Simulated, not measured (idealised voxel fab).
Name of the process module below: voxel capacitor over wiring
Square cells of 5 nm make up the cross-section cut, whose width is 275 nm.
Cross-section format: a grid of square cells, given as bands from top to bottom; each band is one or more rows of cells.
What a band's entry tells you: where the top is and where the bottom is, as heights in nm, and after that what lies inside, material by material from left to right, each with its width in nm. Empty space is written as the word "air", and a single material marked with the word "throughout" occupies the band from edge to edge.
The reference from which all heights are counted is 0, the level beneath which the as-received wafer is entirely one material; the lowest band, having no lower bound, proceeds downward and is written after the example "0 nm and below".
When a width is written as two numbers, as in "30 to 40", the first number is the width in the top row of cells of the band and the second is the width in its bottom row, and the width changes by the same amount from each row to the next.
"left unchanged" (step): cross-section cells unchanged, all of them.
Empty spaces without an open route to the top, at least 8 cells in extent, make up the entry "Sealed-off cavities"; each is given as width x height at distance, where the distance is measured from the left edge, and all are in nm.
It should be noted that, on the line of a given step, the content following the step's settings is a remark produced by the simulator itself with respect to that step.
The line of a step may include "overlay nm". On a step with a mask, this value is how far to the right of its planned place the mask lay. A negative value means the mask lay to the left.

## This section lists the process steps that were planned
1) RECEIVE, material Si
2) CONFORMAL_DEP, material SiO2, thk nm 10
3) DIRECTIONAL_DEP, material TiN, thk nm 5
4) DIRECTIONAL_DEP, material W, thk nm 20
5) PATTERN, tone cover, mask id METAL_1, material resist, width nm 30, pitch nm 80, thk nm 20, overlay nm 0
6) DIRECTIONAL_ETCH, etch materials W, depth nm 20
7) DIRECTIONAL_ETCH, etch materials TiN, depth nm 5
8) STRIP, etch materials resist
9) FILL_DEP, material lowk, thk nm 10
10) CMP, height nm 35
11) CONFORMAL_DEP, material SiCN, thk nm 5
12) DIRECTIONAL_DEP, material SiO2, thk nm 15
13) MASKED_ETCH, tone open, mask id PLUG_1, width nm 15, etch materials SiO2, depth nm 15, overlay nm 0
14) MASKED_ETCH, tone open, mask id PLUG_1, width nm 15, etch materials SiCN, depth nm 5, overlay nm 0
15) EPI, material Ru, thk nm 10
16) EPI, material Ru, thk nm 10
17) DIRECTIONAL_DEP, material TiN, thk nm 5
18) DIRECTIONAL_DEP, material HfO2, thk nm 5
19) DIRECTIONAL_DEP, material TiN, thk nm 5
20) DIRECTIONAL_DEP, material aC, thk nm 10
21) PATTERN, tone cover, mask id UPPER_PLATE, material resist, width nm 55, thk nm 25, overlay nm 0
22) DIRECTIONAL_ETCH, etch materials aC, depth nm 10
23) STRIP, etch materials resist
24) DIRECTIONAL_ETCH, etch materials TiN, depth nm 5
25) DIRECTIONAL_ETCH, etch materials HfO2, depth nm 5
26) STRIP, etch materials aC
27) MASKED_ETCH, tone cover, mask id LOWER_PLATE, width nm 65, etch materials TiN, depth nm 5, overlay nm 0
28) FILL_DEP, material SiO2, thk nm 15
29) CMP, height nm 80
30) MASKED_ETCH, tone open, mask id PLUG_2, width nm 15, etch materials SiO2, depth nm 10, overlay nm 0
31) CONFORMAL_DEP, material TiN, thk nm 5
32) FILL_DEP, material Ru, thk nm 10
33) CMP, height nm 80
34) CONFORMAL_DEP, material SiN, thk nm 5

## as received, after step 1
  0 nm and below | Si throughout
  Sealed-off cavities: none

## End-of-module XS, first of two wafers, run as planned
  85 nm to 80 nm | SiN throughout
  80 nm to 75 nm | SiO2 105 nm, TiN 5 nm, Ru 5 nm, TiN 5 nm, SiO2 155 nm
  75 nm to 65 nm | SiO2 105 to 95 nm, TiN 15 to 55 nm, SiO2 155 to 125 nm
  65 nm to 60 nm | SiO2 95 nm, HfO2 55 nm, SiO2 125 nm
  60 nm to 55 nm | SiO2 90 nm, TiN 65 nm, SiO2 120 nm
  55 nm to 40 nm | SiO2 95 nm, Ru 15 nm, SiO2 165 nm
  40 nm to 35 nm | SiCN 95 nm, Ru 15 nm, SiCN 165 nm
  35 nm to 15 nm | lowk 80 nm, W 30 nm, lowk 50 nm, W 30 nm, lowk 85 nm
  15 nm to 10 nm | lowk 80 nm, TiN 30 nm, lowk 50 nm, TiN 30 nm, lowk 85 nm
  10 nm to 0 nm | SiO2 throughout
  0 nm and below | Si throughout
  Sealed-off cavities: none

## What the second wafer looks like in cross-section once the module is done. Its start and its plan matched the first wafer's exactly; what differed was one mistake in how it was run
  85 nm to 80 nm | SiN throughout
  80 nm to 75 nm | SiO2 95 nm, TiN 55 nm, SiO2 125 nm
  75 nm to 70 nm | SiO2 95 nm, HfO2 55 nm, SiO2 125 nm
  70 nm to 60 nm | Ru throughout
  60 nm to 55 nm | TiN 95 nm, Ru 15 nm, TiN 165 nm
  55 nm to 50 nm | SiO2 95 nm, Ru 15 nm, SiO2 165 nm
  50 nm to 45 nm | SiO2 95 nm, TiN 15 nm, SiO2 165 nm
  45 nm to 40 nm | SiO2 95 nm, Ru 15 nm, SiO2 165 nm
  40 nm to 35 nm | SiCN 95 nm, Ru 15 nm, SiCN 165 nm
  35 nm to 15 nm | lowk 80 nm, W 30 nm, lowk 50 nm, W 30 nm, lowk 85 nm
  15 nm to 10 nm | lowk 80 nm, TiN 30 nm, lowk 50 nm, TiN 30 nm, lowk 85 nm
  10 nm to 0 nm | SiO2 throughout
  0 nm and below | Si throughout
  Sealed-off cavities: none
It is concluded that the wafer was processed incorrectly with respect to the plan, in that the run placed steps 16 and 17 each in the position the plan gave to the other
In the final state, the cell counts of the second wafer exceed or fall short of those of the first for the following materials: 109 more of Ru | 146 fewer of SiO2 | 37 more of TiN
